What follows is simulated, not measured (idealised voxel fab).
Presented below is a process module, voxel self aligned contacts.
It is cross-section cut that appears here, measuring 235 nm in width, its square cells being 5 nm in size.
In this document a cross-section is written as a grid of square cells. It is given as a series of bands, listed from the top down, and a band is one or more rows of cells. It is stipulated that each band's entry specify, in nanometres, the height of the top of the band and then that of its bottom, followed by the materials of the band in left-to-right sequence, each together with its width in nanometres. A single material marked by the word "all across" is understood to fill the band from edge to edge; the word "blank" is understood to denote empty space. Height 0 is the level under which the wafer as received is all one material. The lowest band goes on downwards, as in "top 0, no bottom". Think of "30->40" as a width that walks from the first number to the second as you go down the band, top row to bottom row, taking equal-sized steps from row to row. Take "no modification" at face value: in the step it is given for, the cross-section changed in none of its cells. Under "Voids lacking openings" you'll find the enclosed gaps, the ones with no way out to the top, that are 8 cells or bigger; each reads width x height at distance, with distance counted from the left edge, everything in nm. Step line, after settings: the simulator's comment on this step. Regarding "overlay nm": on a step with a mask, it is the distance the mask lay to the right of its planned place; a negative value places it to the left.

## plan
1: RECEIVE with material Si
2: CONFORMAL_DEP with material SiO2, thk nm 5
3: DIRECTIONAL_DEP with material polySi, thk nm 30
4: DIRECTIONAL_DEP with material SiN, thk nm 20
5: DIRECTIONAL_DEP with material aC, thk nm 10
6: PATTERN with tone cover, mask id GATE, material resist, width nm 30, pitch nm 65, thk nm 25, overlay nm 0
7: DIRECTIONAL_ETCH with etch materials aC, depth nm 10
8: STRIP with etch materials resist
9: DIRECTIONAL_ETCH with etch materials SiN, depth nm 20
10: DIRECTIONAL_ETCH with etch materials polySi, depth nm 30
11: STRIP with etch materials aC
12: CONFORMAL_DEP with material SiN, thk nm 10
13: DIRECTIONAL_ETCH with etch materials SiN, depth nm 10
14: FILL_DEP with material SiO2, thk nm 15
15: CMP with height nm 65
16: PATTERN with tone open, mask id CONTACT, material resist, width nm 45, thk nm 20, overlay nm 0
17: DIRECTIONAL_ETCH with etch materials SiO2, depth nm 65
18: STRIP with etch materials resist
19: CONFORMAL_DEP with material TiN, thk nm 5
20: FILL_DEP with material Ru, thk nm 5
21: CMP with height nm 65
22: CONFORMAL_DEP with material SiN, thk nm 5

## Cross-section of the wafer as it came to us, i.e., already through step 1
- top 0, no bottom  Si all across
- Voids lacking openings: none

## Cross-section at module end, one run error; start and plan unchanged from above
- top 70, bottom 65  SiN all across
- top 65, bottom 55  100->115 nm SiO2 / 35->5 nm Ru / 100->115 nm SiO2
- top 55, bottom 35  60 nm SiO2 / 50 nm SiN / 5 nm SiO2 / 5 nm Ru / 5 nm SiO2 / 50 nm SiN / 60 nm SiO2
- top 35, bottom 5  60 nm SiO2 / 10 nm SiN / 30 nm polySi / 10 nm SiN / 5 nm SiO2 / 5 nm Ru / 5 nm SiO2 / 10 nm SiN / 30 nm polySi / 10 nm SiN / 60 nm SiO2
- top 5, bottom 0  SiO2 all across
- top 0, no bottom  Si all across
- Voids lacking openings: none
What was done differently from what was planned? step 19 was processed under conditions differing from the plan, specifically as CONFORMAL_DEP with material SiO2, thk nm 5
